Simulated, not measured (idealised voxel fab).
Presented below is a process module, voxel plated lines.
The figure presents cross-section cut, which has a width of 180 nm and is divided into square cells with an edge length of 5 nm.
We lay out every cross-section as a grid of square cells and spell it out in bands from the top down, where one band means one or more rows of cells. Heights first: top, then bottom, in nm. Then materials, left to right, each with a width in nm. "full width" on a single material: fills the band edge to edge. "air": empty space. For the purposes of this specification, 0 denotes the height below which the wafer in its as-received condition is composed wholly of one material, and the lowermost band, lacking a lower limit, extends downward without end, as expressed in "0 -> down". Graded width ("30 to 40"): value in top row of band = first number; value in bottom row = second number; row-to-row change constant. No cell of the cross-section changed in a step that is given as "changes: none". Listed in "Closed void catalog": every empty space of 8 or more cells without an open way to the top. Form: width x height at distance, the distance being from the left edge, all in nm. Anything after a step's settings on that line? It's the simulator's own note about the step. On any step carrying a mask, the "overlay nm" setting, if present on the step's line, tells how far right of its planned place the mask lay; negative values point to the left.
Set out below are the planned steps of the process:
| 1 | RECEIVE (material Si) |
| 2 | CONFORMAL_DEP (material SiN; thk nm 10) |
| 3 | DIRECTIONAL_DEP (material TiN; thk nm 5) |
| 4 | PATTERN (tone open; mask id LINES; material resist; width nm 25; pitch nm 40; thk nm 40; overlay nm 0) |
| 5 | EPI (material Ru; thk nm 10) |
| 6 | EPI (material Ru; thk nm 10) |
| 7 | EPI (material Ru; thk nm 5) |
| 8 | STRIP (etch materials resist) |
| 9 | DIRECTIONAL_ETCH (etch materials TiN; depth nm 5) |
| 10 | CONFORMAL_DEP (material SiN; thk nm 10) |
Wafer as received: cross-section following step 1:
* 0 -> down  Si full width
* Closed void catalog: none
Post-module cross-section of the first of two wafers (run per plan):
* 50 -> 40  air=45  SiN=85  air=50
* 40 -> 20  air=45  SiN=10  Ru=25  SiN=15  Ru=25  SiN=10  air=50
* 20 -> 15  SiN=55  Ru=25  SiN=15  Ru=25  SiN=60
* 15 -> 10  SiN=55  TiN=25  SiN=15  TiN=25  SiN=60
* 10 -> 0  SiN full width
* 0 -> down  Si full width
* Closed void catalog: none
Same start, same plan as the first wafer - but one mistake in the run. Cross-section of the second of the two at the end of the module:
* 50 -> 40  air=50  SiN=85  air=45
* 40 -> 20  air=50  SiN=10  Ru=25  SiN=15  Ru=25  SiN=10  air=45
* 20 -> 15  SiN=60  Ru=25  SiN=15  Ru=25  SiN=55
* 15 -> 10  SiN=60  TiN=25  SiN=15  TiN=25  SiN=55
* 10 -> 0  SiN full width
* 0 -> down  Si full width
* Closed void catalog: none
The plan and the run diverged here: so step 4 ended up running with a different setting than we planned, it ran as PATTERN (tone open; mask id LINES; material resist; width nm 25; pitch nm 40; thk nm 40; overlay nm 5)
Comparing end states, the material composition by cell count is preserved from the first wafer to the second, while the locations of the cells are not.
